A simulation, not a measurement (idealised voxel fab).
The following is a process module called voxel tone inversion.
Section shown: cut. Width: 220 nm. Cell size: 5 nm, square.
Reading order for cross-sections: top band down to bottom band. Underlying form: a grid of square cells. Band size: one or more rows of cells. Read a band's entry like this: the first values are the height of its top and the height of its bottom in nm, and what follows is the sequence of materials from left to right, each with its width in nm. Note that "blank" is empty space, and that a single material marked "full width" reaches across the band from edge to edge. A quick word on heights: they are counted from 0, and under that level the wafer as it came to us is one material throughout. The lowest band is different from the rest in having no bottom; it simply continues downward, written as in "from 0 down". The notation "30->40" denotes a width that varies across the rows of cells in the band, beginning at the first number in the top row, finishing at the second number in the bottom row, and changing by an identical amount from each row to the next. Take "nothing altered" at face value: in the step it is given for, the cross-section changed in none of its cells. Listed in "Sealed internal voids": every empty space of 8 or more cells without an open way to the top. Form: width x height at distance, the distance being from the left edge, all in nm. If you see something after the settings on a step's line, that's the simulator's own remark about that step. overlay nm: mask right of planned place by this much (step with mask). Neg. = left.
## Planned step list for the process
1: RECEIVE: material Si
2: CONFORMAL_DEP: material SiN, thk nm 5
3: DIRECTIONAL_DEP: material polySi, thk nm 15
4: PATTERN: tone cover, mask id POSTS, material resist, width nm 20, pitch nm 40, thk nm 25, overlay nm -15
5: DIRECTIONAL_ETCH: etch materials polySi, depth nm 15
6: STRIP: etch materials resist
7: FILL_DEP: material lowk, thk nm 10
8: CMP: height nm 20
9: STRIP: etch materials polySi
What sets these wafers apart? The overlay nm at step 4. They all start alike, and the plan carries the first wafer's value.
## Cross-section, first of several wafers, as delivered after step 1
  from 0 down: Si full width
  Sealed internal voids: none
## Below: a row per wafer. Contents at end of module: for every material, cells gained since receipt (+) or lost since receipt (-); then closed voids
overlay nm -15; +44 SiN; +96 lowk; Sealed internal voids: none
overlay nm -10; +44 SiN; +96 lowk; Sealed internal voids: none
overlay nm -5; +44 SiN; +96 lowk; Sealed internal voids: none
overlay nm 0; +44 SiN; +96 lowk; Sealed internal voids: none
overlay nm 5; +44 SiN; +96 lowk; Sealed internal voids: none
overlay nm 10; +44 SiN; +96 lowk; Sealed internal voids: none
overlay nm 15; +44 SiN; +96 lowk; Sealed internal voids: none
